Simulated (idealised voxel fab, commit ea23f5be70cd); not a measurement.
Herein follows the process module entitled voxel lift off.
For reference, the cross-section in this document is cut, with width 285 nm and square cells of 5 nm.
In what follows, cross-sections appear as grids of square cells, described through bands that run from the top down, where every band is one or more rows of cells. Basically the band line says how high the top is and how high the bottom is, in nm, and then what's in it from left to right, every material with its width in nm. Empty space shows up as "air", and if a single material carries "all across" it runs the full band edge to edge. Height datum 0, below which the as-received substrate wafer is one material. Lowest band open at the bottom, running downward: "0..down". Width: "30..40" (first number = top row, second number = bottom row, same change from row to row of cells). "remained unchanged" after a step means that no cell of the cross-section changed. Entry "Non-vented voids" = empty spaces >= 8 cells with no open way to the top; each as width x height at distance, distance from left edge, all nm. Heads up: the bit after the settings on a step's line is the simulator's remark on that step. overlay nm, on a step with a mask: how far to the right of its planned place the mask lay; to the left if negative.
## Planned process steps
1 RECEIVE with material Si
2 CONFORMAL_DEP with material Al2O3, thk nm 5
3 PATTERN with tone open, mask id LINES, material resist, width nm 20, pitch nm 50, thk nm 20, overlay nm 0
4 DIRECTIONAL_DEP with material Ru, thk nm 10
5 STRIP with etch materials resist
6 CONFORMAL_DEP with material SiN, thk nm 5
## Step 1 complete: cross-section of the wafer as received
* 0..down  Si all across
* Non-vented voids: none
## What the wafer looks like in cross-section after this module, when it starts as shown above and follows the plan above but one mistake is made in running it
* 20..15  air=45; SiN=40; air=10; SiN=40; air=10; SiN=40; air=10; SiN=40; air=50
* 15..10  air=45; SiN=5; Ru=30; SiN=5; air=10; SiN=5; Ru=30; SiN=5; air=10; SiN=5; Ru=30; SiN=5; air=10; SiN=5; Ru=30; SiN=5; air=50
* 10..5  SiN=50; Ru=30; SiN=20; Ru=30; SiN=20; Ru=30; SiN=20; Ru=30; SiN=55
* 5..0  Al2O3 all across
* 0..down  Si all across
* Non-vented voids: none
Nonconformance to the process plan: planned and actual differ for step 3; actual: PATTERN with tone open, mask id LINES, material resist, width nm 30, pitch nm 50, thk nm 20, overlay nm 0
